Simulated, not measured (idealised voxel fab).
Process module, titled voxel capacitor over wiring
Cross-sectional view cut (width: 235 nm; square cell size: 5 nm).
Cross-section layout: square cells on a grid; listed as bands, top to bottom; a band spans one or more cell rows. Band entry format. Leading values: height of top, height of bottom, nm. Remainder: materials in left-to-right order, each with its width in nm. Special words: "throughout" on a single material, which then fills the band edge to edge; "empty", empty space. The level at which height equals 0 is the one under which the wafer, as it arrives, is entirely one material. No lower edge exists for the bottom band, which continues downward and is notated as in "0 and below". It should be noted that a width expressed as "30..40" varies in equal increments from row to row of cells within the band, taking the value of the first number at the top row and that of the second number at the bottom row. You'll sometimes find "identical to before" written for a step, and that's the way of saying that nowhere in the cross-section did a cell change during that step. Heads up: "Fully sealed cavities" only lists the empty pockets with no open path to the top that are 8 cells or more, and it writes them as width x height at distance, distance from the left edge, in nm. What comes after the settings on a step's line is commentary from the simulator itself on that step. overlay nm: step with mask; distance mask lay right of planned place; negative value = left of planned place.

Intended process steps:
| 1 | RECEIVE: material Si |
| 2 | CONFORMAL_DEP: material SiO2, thk nm 10 |
| 3 | CONFORMAL_DEP: material SiCN, thk nm 5 |
| 4 | DIRECTIONAL_DEP: material lowk, thk nm 15 |
| 5 | MASKED_ETCH: tone open, mask id METAL_1, width nm 25, pitch nm 90, etch materials lowk, depth nm 15, overlay nm 0 |
| 6 | MASKED_ETCH: tone open, mask id METAL_1, width nm 25, pitch nm 90, etch materials SiCN, depth nm 5, overlay nm 0 |
| 7 | CONFORMAL_DEP: material TiN, thk nm 5 |
| 8 | FILL_DEP: material Ru, thk nm 5 |
| 9 | CMP: height nm 30 |
| 10 | CONFORMAL_DEP: material SiCN, thk nm 5 |
| 11 | DIRECTIONAL_DEP: material SiO2, thk nm 10 |
| 12 | DIRECTIONAL_DEP: material aC, thk nm 10 |
| 13 | PATTERN: tone open, mask id PLUG_1, material resist, width nm 15, thk nm 25, overlay nm 0 |
| 14 | DIRECTIONAL_ETCH: etch materials aC, depth nm 10 |
| 15 | STRIP: etch materials resist |
| 16 | DIRECTIONAL_ETCH: etch materials SiO2, depth nm 10 |
| 17 | DIRECTIONAL_ETCH: etch materials SiCN, depth nm 5 |
| 18 | STRIP: etch materials aC |
| 19 | EPI: material Ru, thk nm 10 |
| 20 | EPI: material Ru, thk nm 5 |
| 21 | DIRECTIONAL_DEP: material TiN, thk nm 10 |
| 22 | DIRECTIONAL_DEP: material Al2O3, thk nm 5 |
| 23 | DIRECTIONAL_DEP: material TiN, thk nm 5 |
| 24 | MASKED_ETCH: tone cover, mask id UPPER_PLATE, width nm 70, etch materials TiN, depth nm 5, overlay nm 0 |
| 25 | MASKED_ETCH: tone cover, mask id UPPER_PLATE, width nm 70, etch materials Al2O3, depth nm 5, overlay nm 0 |
| 26 | MASKED_ETCH: tone cover, mask id LOWER_PLATE, width nm 80, etch materials TiN, depth nm 10, overlay nm 0 |
| 27 | FILL_DEP: material SiO2, thk nm 20 |
| 28 | CMP: height nm 80 |
| 29 | MASKED_ETCH: tone open, mask id PLUG_2, width nm 15, etch materials SiO2, depth nm 15, overlay nm 0 |
| 30 | CONFORMAL_DEP: material TiN, thk nm 5 |
| 31 | FILL_DEP: material W, thk nm 10 |
| 32 | CMP: height nm 80 |
| 33 | CONFORMAL_DEP: material SiN, thk nm 5 |

Incoming wafer in cross-section (state: after step 1):
0 and below = Si throughout
Fully sealed cavities: none

Module complete, cross-section. Starting point and plan per above. One mistake made in running the module:
85 down to 80 = SiN throughout
80 down to 70 = SiO2 80  TiN 5  W 5  TiN 5  SiO2 140
70 down to 60 = SiO2 80..70  TiN 15..70  SiO2 140..95
60 down to 55 = SiO2 70  Al2O3 70  SiO2 95
55 down to 45 = SiO2 60  TiN 90  SiO2 85
45 down to 35 = SiO2 70  Ru 15  SiO2 150
35 down to 30 = SiCN 70  Ru 15  SiCN 150
30 down to 15 = lowk 60  TiN 5  Ru 15  TiN 5  lowk 65  TiN 5  Ru 15  TiN 5  lowk 60
15 down to 10 = SiCN 60  TiN 25  SiCN 65  TiN 25  SiCN 60
10 down to 0 = SiO2 throughout
0 and below = Si throughout
Fully sealed cavities: none
It is concluded that the wafer was processed incorrectly with respect to the plan, in that step 26 went in with a setting other than planned; the actual run was MASKED_ETCH: tone cover, mask id LOWER_PLATE, width nm 90, etch materials TiN, depth nm 10, overlay nm 0
